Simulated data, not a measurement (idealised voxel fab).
This section sets out a process module, namely voxel released beams.
The width of the displayed cross-section, cut, is 200 nm; its cells are square, with a size of 5 nm.
Throughout this document, each cross-section is represented as a grid of square cells and is presented as a sequence of bands enumerated from the top downward, where a band comprises one or more rows of cells.
The band entry comprises the height of the band's top followed by the height of its bottom, expressed in nm, and subsequently the band's materials from left to right, each stated together with its width in nm. Where a single material is marked with the word "everywhere", that material fills the band from edge to edge. The word "air" represents empty space.
A quick word on heights: they are counted from 0, and under that level the wafer as it came to us is one material throughout. The lowest band is different from the rest in having no bottom; it simply continues downward, written as in "from 0 down".
Read "30->40" as a graded width: first number on top, second number at the bottom, same change between each pair of neighbouring rows.
It should be understood that the words "no change occurred", when stated for a given step, signify that the cross-section underwent no change in any of its cells during that step.
In the "Enclosed cavity list" entry, you get each enclosed empty space of 8 cells or more, one with no open way to the top, written width x height at distance, distance from the left edge, in nm.
If you see something after the settings on a step's line, that's the simulator's own remark about that step.
overlay nm, on a step with a mask: how far to the right of its planned place the mask lay; to the left if negative

The planned process steps are enumerated hereunder:
- 1: RECEIVE with material Si
- 2: CONFORMAL_DEP with material Al2O3, thk nm 10
- 3: DIRECTIONAL_DEP with material SiO2, thk nm 20
- 4: MASKED_ETCH with tone open, mask id ANCHOR, width nm 25, etch materials SiO2, depth nm 20, overlay nm 0
- 5: CONFORMAL_DEP with material polySi, thk nm 10
- 6: MASKED_ETCH with tone cover, mask id BEAM, width nm 75, etch materials polySi, depth nm 10, overlay nm 0
- 7: STRIP with etch materials SiO2

As-received state of the wafer in cross-section, equivalent to post-step 1:
* from 0 down: Si everywhere
* Enclosed cavity list: none

Cross-section, first of two wafers, end of module, run as planned:
* from 40 to 30: 60 nm air / 15 nm polySi / 5 nm air / 55 nm polySi / 65 nm air
* from 30 to 20: 65 nm air / 10 nm polySi / 5 nm air / 10 nm polySi / 110 nm air
* from 20 to 10: 65 nm air / 25 nm polySi / 110 nm air
* from 10 to 0: Al2O3 everywhere
* from 0 down: Si everywhere
* Enclosed cavity list: none

Cross-sectional view of the second of two wafers upon completion of the module. This wafer shared its starting condition and process plan with the first; one error was made during its execution:
* from 40 to 30: 65 nm air / 10 nm polySi / 5 nm air / 55 nm polySi / 65 nm air
* from 30 to 20: 65 nm air / 10 nm polySi / 5 nm air / 10 nm polySi / 110 nm air
* from 20 to 10: 65 nm air / 25 nm polySi / 110 nm air
* from 10 to 0: Al2O3 everywhere
* from 0 down: Si everywhere
* Enclosed cavity list: none
Error vs. plan: planned and actual differ for step 6; actual: MASKED_ETCH with tone cover, mask id BEAM, width nm 70, etch materials polySi, depth nm 10, overlay nm 0
End of process, cell counts, second wafer against first, materials with more or fewer: polySi -2
